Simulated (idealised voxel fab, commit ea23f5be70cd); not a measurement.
Name of the process module below: voxel capacitor over wiring
Displayed cross-section: cut, width of 160 nm, square cells sized 5 nm.
When this document writes out a cross-section, it uses a grid of square cells and lists it as bands, beginning at the top and moving down, with a band standing for one or more rows of cells. Read a band's entry like this: the first values are the height of its top and the height of its bottom in nm, and what follows is the sequence of materials from left to right, each with its width in nm. Note that "blank" is empty space, and that a single material marked "all across" reaches across the band from edge to edge. The level at which height equals 0 is the one under which the wafer, as it arrives, is entirely one material. No lower edge exists for the bottom band, which continues downward and is notated as in "0 down". Note: "30->40" means the width goes from the first number (top row of the band) to the second number (bottom row) in equal steps per row of cells. Basically "nothing altered" means that step didn't change any cell in the cross-section. Reported under the label "Trapped void list" are the empty spaces having no open way to the top and comprising 8 cells or more; the notation for each is width x height at distance, in which the distance is measured from the left edge and all three values are in nm. Post-settings text on a step line: simulator's own remark regarding the step. overlay nm: mask right of planned place by this much (step with mask). Neg. = left.
Steps planned for the process:
| 1 | RECEIVE (material Si) |
| 2 | CONFORMAL_DEP (material SiO2; thk nm 10) |
| 3 | DIRECTIONAL_DEP (material TiN; thk nm 5) |
| 4 | DIRECTIONAL_DEP (material Ru; thk nm 15) |
| 5 | PATTERN (tone cover; mask id METAL_1; material resist; width nm 25; pitch nm 95; thk nm 20; overlay nm 0) |
| 6 | DIRECTIONAL_ETCH (etch materials Ru; depth nm 15) |
| 7 | DIRECTIONAL_ETCH (etch materials TiN; depth nm 5) |
| 8 | STRIP (etch materials resist) |
| 9 | CONFORMAL_DEP (material SiCN; thk nm 5) |
| 10 | FILL_DEP (material SiO2; thk nm 5) |
| 11 | CMP (height nm 30) |
| 12 | CONFORMAL_DEP (material SiCN; thk nm 5) |
| 13 | DIRECTIONAL_DEP (material SiO2; thk nm 15) |
| 14 | DIRECTIONAL_DEP (material aC; thk nm 10) |
| 15 | PATTERN (tone open; mask id PLUG_1; material resist; width nm 15; thk nm 25; overlay nm 0) |
| 16 | DIRECTIONAL_ETCH (etch materials aC; depth nm 10) |
| 17 | STRIP (etch materials resist) |
| 18 | DIRECTIONAL_ETCH (etch materials SiO2; depth nm 15) |
| 19 | DIRECTIONAL_ETCH (etch materials SiCN; depth nm 5) |
| 20 | STRIP (etch materials aC) |
| 21 | CONFORMAL_DEP (material TiN; thk nm 5) |
| 22 | FILL_DEP (material Cu; thk nm 5) |
| 23 | CMP (height nm 50) |
| 24 | DIRECTIONAL_DEP (material TiN; thk nm 10) |
| 25 | DIRECTIONAL_DEP (material HfO2; thk nm 5) |
| 26 | DIRECTIONAL_DEP (material TiN; thk nm 10) |
| 27 | DIRECTIONAL_DEP (material aC; thk nm 10) |
| 28 | PATTERN (tone cover; mask id UPPER_PLATE; material resist; width nm 75; thk nm 30; overlay nm 0) |
| 29 | DIRECTIONAL_ETCH (etch materials aC; depth nm 10) |
| 30 | STRIP (etch materials resist) |
| 31 | DIRECTIONAL_ETCH (etch materials TiN; depth nm 10) |
| 32 | DIRECTIONAL_ETCH (etch materials HfO2; depth nm 5) |
| 33 | STRIP (etch materials aC) |
| 34 | DIRECTIONAL_DEP (material aC; thk nm 10) |
| 35 | PATTERN (tone cover; mask id LOWER_PLATE; material resist; width nm 85; thk nm 25; overlay nm 0) |
| 36 | DIRECTIONAL_ETCH (etch materials aC; depth nm 10) |
| 37 | STRIP (etch materials resist) |
| 38 | DIRECTIONAL_ETCH (etch materials TiN; depth nm 10) |
| 39 | STRIP (etch materials aC) |
| 40 | FILL_DEP (material SiO2; thk nm 20) |
| 41 | CMP (height nm 90) |
| 42 | MASKED_ETCH (tone open; mask id PLUG_2; width nm 15; etch materials SiO2; depth nm 15; overlay nm 0) |
| 43 | CONFORMAL_DEP (material TiN; thk nm 5) |
| 44 | FILL_DEP (material Cu; thk nm 5) |
| 45 | CMP (height nm 90) |
| 46 | CONFORMAL_DEP (material SiN; thk nm 5) |
First wafer of two (run as planned):
So this is the incoming wafer in cross-section - it's already been through step 1:
	0 down | Si all across
	Trapped void list: none
Wafer section view after processing step 2:
	10 to 0 | SiO2 all across
	No changes below 0.
Wafer section view after processing step 3:
	15 to 10 | TiN all across
	No changes below 10.
Wafer section view after processing step 4:
	30 to 15 | Ru all across
	No changes below 15.
Wafer section view after processing step 5:
	50 to 30 | blank (20); resist (25); blank (70); resist (25); blank (20)
	No changes below 30.
Wafer section view after processing step 6:
	50 to 30 | blank (20); resist (25); blank (70); resist (25); blank (20)
	30 to 15 | blank (20); Ru (25); blank (70); Ru (25); blank (20)
	No changes below 15.
Wafer section view after processing step 7:
	50 to 30 | blank (20); resist (25); blank (70); resist (25); blank (20)
	30 to 15 | blank (20); Ru (25); blank (70); Ru (25); blank (20)
	15 to 10 | blank (20); TiN (25); blank (70); TiN (25); blank (20)
	No changes below 10.
Wafer section view after processing step 8:
	30 to 15 | blank (20); Ru (25); blank (70); Ru (25); blank (20)
	No changes below 15.
Wafer section view after processing step 9:
	35 to 30 | blank (15); SiCN (35); blank (60); SiCN (35); blank (15)
	30 to 15 | blank (15); SiCN (5); Ru (25); SiCN (5); blank (60); SiCN (5); Ru (25); SiCN (5); blank (15)
	15 to 10 | SiCN (20); TiN (25); SiCN (70); TiN (25); SiCN (20)
	No changes below 10.
Wafer section view after processing step 10:
	40 to 35 | SiO2 all across
	35 to 30 | SiO2 (15); SiCN (35); SiO2 (60); SiCN (35); SiO2 (15)
	30 to 15 | SiO2 (15); SiCN (5); Ru (25); SiCN (5); SiO2 (60); SiCN (5); Ru (25); SiCN (5); SiO2 (15)
	No changes below 15.
Wafer section view after processing step 11:
	30 to 15 | SiO2 (15); SiCN (5); Ru (25); SiCN (5); SiO2 (60); SiCN (5); Ru (25); SiCN (5); SiO2 (15)
	No changes below 15.
Wafer section view after processing step 12:
	35 to 30 | SiCN all across
	No changes below 30.
Wafer section view after processing step 13:
	50 to 35 | SiO2 all across
	No changes below 35.
Wafer section view after processing step 14:
	60 to 50 | aC all across
	No changes below 50.
Wafer section view after processing step 15:
	85 to 60 | resist (30); blank (15); resist (115)
	No changes below 60.
Wafer section view after processing step 16:
	75 to 60 | resist (30); blank (15); resist (115)
	60 to 50 | aC (30); blank (15); aC (115)
	No changes below 50.
Wafer section view after processing step 17:
	60 to 50 | aC (30); blank (15); aC (115)
	No changes below 50.
Wafer section view after processing step 18:
	60 to 50 | aC (30); blank (15); aC (115)
	50 to 35 | SiO2 (30); blank (15); SiO2 (115)
	No changes below 35.
Wafer section view after processing step 19:
	60 to 50 | aC (30); blank (15); aC (115)
	50 to 35 | SiO2 (30); blank (15); SiO2 (115)
	35 to 30 | SiCN (30); blank (15); SiCN (115)
	No changes below 30.
Wafer section view after processing step 20:
	50 to 35 | SiO2 (30); blank (15); SiO2 (115)
	No changes below 35.
Wafer section view after processing step 21:
	55 to 50 | TiN (35); blank (5); TiN (120)
	50 to 35 | SiO2 (30); TiN (5); blank (5); TiN (5); SiO2 (115)
	35 to 30 | SiCN (30); TiN (15); SiCN (115)
	No changes below 30.
Wafer section view after processing step 22:
	60 to 55 | Cu all across
	55 to 50 | TiN (35); Cu (5); TiN (120)
	50 to 35 | SiO2 (30); TiN (5); Cu (5); TiN (5); SiO2 (115)
	No changes below 35.
Wafer section view after processing step 23:
	50 to 35 | SiO2 (30); TiN (5); Cu (5); TiN (5); SiO2 (115)
	No changes below 35.
Wafer section view after processing step 24:
	60 to 50 | TiN all across
	No changes below 50.
Wafer section view after processing step 25:
	65 to 60 | HfO2 all across
	No changes below 60.
Wafer section view after processing step 26:
	75 to 65 | TiN all across
	No changes below 65.
Wafer section view after processing step 27:
	85 to 75 | aC all across
	No changes below 75.
Wafer section view after processing step 28:
	115 to 85 | blank (30); resist (75); blank (55)
	No changes below 85.
Wafer section view after processing step 29:
	105 to 85 | blank (30); resist (75); blank (55)
	85 to 75 | blank (30); aC (75); blank (55)
	No changes below 75.
Wafer section view after processing step 30:
	85 to 75 | blank (30); aC (75); blank (55)
	No changes below 75.
Wafer section view after processing step 31:
	85 to 75 | blank (30); aC (75); blank (55)
	75 to 65 | blank (30); TiN (75); blank (55)
	No changes below 65.
Wafer section view after processing step 32:
	85 to 75 | blank (30); aC (75); blank (55)
	75 to 65 | blank (30); TiN (75); blank (55)
	65 to 60 | blank (30); HfO2 (75); blank (55)
	No changes below 60.
Wafer section view after processing step 33:
	75 to 65 | blank (30); TiN (75); blank (55)
	No changes below 65.
Wafer section view after processing step 34:
	85 to 75 | blank (30); aC (75); blank (55)
	75 to 70 | blank (30); TiN (75); blank (55)
	70 to 65 | aC (30); TiN (75); aC (55)
	65 to 60 | aC (30); HfO2 (75); aC (55)
	No changes below 60.
Wafer section view after processing step 35:
	110 to 85 | blank (25); resist (85); blank (50)
	85 to 75 | blank (25); resist (5); aC (75); resist (5); blank (50)
	75 to 70 | blank (25); resist (5); TiN (75); resist (5); blank (50)
	No changes below 70.
Wafer section view after processing step 36:
	100 to 85 | blank (25); resist (85); blank (50)
	85 to 75 | blank (25); resist (5); aC (75); resist (5); blank (50)
	75 to 70 | blank (25); resist (5); TiN (75); resist (5); blank (50)
	70 to 65 | blank (25); aC (5); TiN (75); aC (5); blank (50)
	65 to 60 | blank (25); aC (5); HfO2 (75); aC (5); blank (50)
	No changes below 60.
Wafer section view after processing step 37:
	85 to 75 | blank (30); aC (75); blank (55)
	75 to 70 | blank (30); TiN (75); blank (55)
	No changes below 70.
Wafer section view after processing step 38:
	85 to 75 | blank (30); aC (75); blank (55)
	75 to 70 | blank (30); TiN (75); blank (55)
	70 to 65 | blank (25); aC (5); TiN (75); aC (5); blank (50)
	65 to 60 | blank (25); aC (5); HfO2 (75); aC (5); blank (50)
	60 to 50 | blank (25); TiN (85); blank (50)
	No changes below 50.
Wafer section view after processing step 39:
	75 to 65 | blank (30); TiN (75); blank (55)
	65 to 60 | blank (30); HfO2 (75); blank (55)
	No changes below 60.
Wafer section view after processing step 40:
	95 to 75 | SiO2 all across
	75 to 65 | SiO2 (30); TiN (75); SiO2 (55)
	65 to 60 | SiO2 (30); HfO2 (75); SiO2 (55)
	60 to 50 | SiO2 (25); TiN (85); SiO2 (50)
	No changes below 50.
Wafer section view after processing step 41:
	90 to 75 | SiO2 all across
	No changes below 75.
Wafer section view after processing step 42:
	90 to 75 | SiO2 (40); blank (15); SiO2 (105)
	No changes below 75.
Wafer section view after processing step 43:
	95 to 90 | TiN (45); blank (5); TiN (110)
	90 to 80 | SiO2 (40); TiN (5); blank (5); TiN (5); SiO2 (105)
	80 to 75 | SiO2 (40); TiN (15); SiO2 (105)
	No changes below 75.
Wafer section view after processing step 44:
	100 to 95 | Cu all across
	95 to 90 | TiN (45); Cu (5); TiN (110)
	90 to 80 | SiO2 (40); TiN (5); Cu (5); TiN (5); SiO2 (105)
	No changes below 80.
Wafer section view after processing step 45:
	90 to 80 | SiO2 (40); TiN (5); Cu (5); TiN (5); SiO2 (105)
	No changes below 80.
Wafer section view after processing step 46:
	95 to 90 | SiN all across
	No changes below 90.
Second Wafer (Identical Start and Plan, One Processing Error; Matches First Wafer Through Step 1):
Cross-section of the second wafer at the time step 2 of the plan should have ended: nothing altered
Cross-section of the second wafer at the time step 3 of the plan should have ended:
	5 to 0 | TiN all across
	No changes below 0.
Cross-section of the second wafer at the time step 4 of the plan should have ended:
	20 to 5 | Ru all across
	No changes below 5.
Cross-section of the second wafer at the time step 5 of the plan should have ended:
	40 to 20 | blank (20); resist (25); blank (70); resist (25); blank (20)
	No changes below 20.
Cross-section of the second wafer at the time step 6 of the plan should have ended:
	40 to 20 | blank (20); resist (25); blank (70); resist (25); blank (20)
	20 to 5 | blank (20); Ru (25); blank (70); Ru (25); blank (20)
	No changes below 5.
Cross-section of the second wafer at the time step 7 of the plan should have ended:
	40 to 20 | blank (20); resist (25); blank (70); resist (25); blank (20)
	20 to 5 | blank (20); Ru (25); blank (70); Ru (25); blank (20)
	5 to 0 | blank (20); TiN (25); blank (70); TiN (25); blank (20)
	No changes below 0.
Cross-section of the second wafer at the time step 8 of the plan should have ended:
	20 to 5 | blank (20); Ru (25); blank (70); Ru (25); blank (20)
	No changes below 5.
Cross-section of the second wafer at the time step 9 of the plan should have ended:
	25 to 20 | blank (15); SiCN (35); blank (60); SiCN (35); blank (15)
	20 to 5 | blank (15); SiCN (5); Ru (25); SiCN (5); blank (60); SiCN (5); Ru (25); SiCN (5); blank (15)
	5 to 0 | SiCN (20); TiN (25); SiCN (70); TiN (25); SiCN (20)
	No changes below 0.
Cross-section of the second wafer at the time step 10 of the plan should have ended:
	30 to 25 | SiO2 all across
	25 to 20 | SiO2 (15); SiCN (35); SiO2 (60); SiCN (35); SiO2 (15)
	20 to 5 | SiO2 (15); SiCN (5); Ru (25); SiCN (5); SiO2 (60); SiCN (5); Ru (25); SiCN (5); SiO2 (15)
	No changes below 5.
Cross-section of the second wafer at the time step 11 of the plan should have ended: nothing altered
Cross-section of the second wafer at the time step 12 of the plan should have ended:
	35 to 30 | SiCN all across
	No changes below 30.
Cross-section of the second wafer at the time step 13 of the plan should have ended:
	50 to 35 | SiO2 all across
	No changes below 35.
Cross-section of the second wafer at the time step 14 of the plan should have ended:
	60 to 50 | aC all across
	No changes below 50.
Cross-section of the second wafer at the time step 15 of the plan should have ended:
	85 to 60 | resist (30); blank (15); resist (115)
	No changes below 60.
Cross-section of the second wafer at the time step 16 of the plan should have ended:
	75 to 60 | resist (30); blank (15); resist (115)
	60 to 50 | aC (30); blank (15); aC (115)
	No changes below 50.
Cross-section of the second wafer at the time step 17 of the plan should have ended:
	60 to 50 | aC (30); blank (15); aC (115)
	No changes below 50.
Cross-section of the second wafer at the time step 18 of the plan should have ended:
	60 to 50 | aC (30); blank (15); aC (115)
	50 to 35 | SiO2 (30); blank (15); SiO2 (115)
	No changes below 35.
Cross-section of the second wafer at the time step 19 of the plan should have ended:
	60 to 50 | aC (30); blank (15); aC (115)
	50 to 35 | SiO2 (30); blank (15); SiO2 (115)
	35 to 30 | SiCN (30); blank (15); SiCN (115)
	No changes below 30.
Cross-section of the second wafer at the time step 20 of the plan should have ended:
	50 to 35 | SiO2 (30); blank (15); SiO2 (115)
	No changes below 35.
Cross-section of the second wafer at the time step 21 of the plan should have ended:
	55 to 50 | TiN (35); blank (5); TiN (120)
	50 to 35 | SiO2 (30); TiN (5); blank (5); TiN (5); SiO2 (115)
	35 to 30 | SiCN (30); TiN (15); SiCN (115)
	No changes below 30.
Cross-section of the second wafer at the time step 22 of the plan should have ended:
	60 to 55 | Cu all across
	55 to 50 | TiN (35); Cu (5); TiN (120)
	50 to 35 | SiO2 (30); TiN (5); Cu (5); TiN (5); SiO2 (115)
	No changes below 35.
Cross-section of the second wafer at the time step 23 of the plan should have ended:
	50 to 35 | SiO2 (30); TiN (5); Cu (5); TiN (5); SiO2 (115)
	No changes below 35.
Cross-section of the second wafer at the time step 24 of the plan should have ended:
	60 to 50 | TiN all across
	No changes below 50.
Cross-section of the second wafer at the time step 25 of the plan should have ended:
	65 to 60 | HfO2 all across
	No changes below 60.
Cross-section of the second wafer at the time step 26 of the plan should have ended:
	75 to 65 | TiN all across
	No changes below 65.
Cross-section of the second wafer at the time step 27 of the plan should have ended:
	85 to 75 | aC all across
	No changes below 75.
Cross-section of the second wafer at the time step 28 of the plan should have ended:
	115 to 85 | blank (30); resist (75); blank (55)
	No changes below 85.
Cross-section of the second wafer at the time step 29 of the plan should have ended:
	105 to 85 | blank (30); resist (75); blank (55)
	85 to 75 | blank (30); aC (75); blank (55)
	No changes below 75.
Cross-section of the second wafer at the time step 30 of the plan should have ended:
	85 to 75 | blank (30); aC (75); blank (55)
	No changes below 75.
Cross-section of the second wafer at the time step 31 of the plan should have ended:
	85 to 75 | blank (30); aC (75); blank (55)
	75 to 65 | blank (30); TiN (75); blank (55)
	No changes below 65.
Cross-section of the second wafer at the time step 32 of the plan should have ended:
	85 to 75 | blank (30); aC (75); blank (55)
	75 to 65 | blank (30); TiN (75); blank (55)
	65 to 60 | blank (30); HfO2 (75); blank (55)
	No changes below 60.
Cross-section of the second wafer at the time step 33 of the plan should have ended:
	75 to 65 | blank (30); TiN (75); blank (55)
	No changes below 65.
Cross-section of the second wafer at the time step 34 of the plan should have ended:
	85 to 75 | blank (30); aC (75); blank (55)
	75 to 70 | blank (30); TiN (75); blank (55)
	70 to 65 | aC (30); TiN (75); aC (55)
	65 to 60 | aC (30); HfO2 (75); aC (55)
	No changes below 60.
Cross-section of the second wafer at the time step 35 of the plan should have ended:
	110 to 85 | blank (25); resist (85); blank (50)
	85 to 75 | blank (25); resist (5); aC (75); resist (5); blank (50)
	75 to 70 | blank (25); resist (5); TiN (75); resist (5); blank (50)
	No changes below 70.
Cross-section of the second wafer at the time step 36 of the plan should have ended:
	100 to 85 | blank (25); resist (85); blank (50)
	85 to 75 | blank (25); resist (5); aC (75); resist (5); blank (50)
	75 to 70 | blank (25); resist (5); TiN (75); resist (5); blank (50)
	70 to 65 | blank (25); aC (5); TiN (75); aC (5); blank (50)
	65 to 60 | blank (25); aC (5); HfO2 (75); aC (5); blank (50)
	No changes below 60.
Cross-section of the second wafer at the time step 37 of the plan should have ended:
	85 to 75 | blank (30); aC (75); blank (55)
	75 to 70 | blank (30); TiN (75); blank (55)
	No changes below 70.
Cross-section of the second wafer at the time step 38 of the plan should have ended:
	85 to 75 | blank (30); aC (75); blank (55)
	75 to 70 | blank (30); TiN (75); blank (55)
	70 to 65 | blank (25); aC (5); TiN (75); aC (5); blank (50)
	65 to 60 | blank (25); aC (5); HfO2 (75); aC (5); blank (50)
	60 to 50 | blank (25); TiN (85); blank (50)
	No changes below 50.
Cross-section of the second wafer at the time step 39 of the plan should have ended:
	75 to 65 | blank (30); TiN (75); blank (55)
	65 to 60 | blank (30); HfO2 (75); blank (55)
	No changes below 60.
Cross-section of the second wafer at the time step 40 of the plan should have ended:
	95 to 75 | SiO2 all across
	75 to 65 | SiO2 (30); TiN (75); SiO2 (55)
	65 to 60 | SiO2 (30); HfO2 (75); SiO2 (55)
	60 to 50 | SiO2 (25); TiN (85); SiO2 (50)
	No changes below 50.
Cross-section of the second wafer at the time step 41 of the plan should have ended:
	90 to 75 | SiO2 all across
	No changes below 75.
Cross-section of the second wafer at the time step 42 of the plan should have ended:
	90 to 75 | SiO2 (40); blank (15); SiO2 (105)
	No changes below 75.
Cross-section of the second wafer at the time step 43 of the plan should have ended:
	95 to 90 | TiN (45); blank (5); TiN (110)
	90 to 80 | SiO2 (40); TiN (5); blank (5); TiN (5); SiO2 (105)
	80 to 75 | SiO2 (40); TiN (15); SiO2 (105)
	No changes below 75.
Cross-section of the second wafer at the time step 44 of the plan should have ended:
	100 to 95 | Cu all across
	95 to 90 | TiN (45); Cu (5); TiN (110)
	90 to 80 | SiO2 (40); TiN (5); Cu (5); TiN (5); SiO2 (105)
	No changes below 80.
Cross-section of the second wafer at the time step 45 of the plan should have ended:
	90 to 80 | SiO2 (40); TiN (5); Cu (5); TiN (5); SiO2 (105)
	No changes below 80.
Cross-section of the second wafer at the time step 46 of the plan should have ended:
	95 to 90 | SiN all across
	No changes below 90.
Deviation noted in wafer processing: step 2 of the plan was jumped over and never run
Final difference in cells, second wafer against first, listed per material as more or fewer: SiCN: 14 more | SiO2: 14 fewer
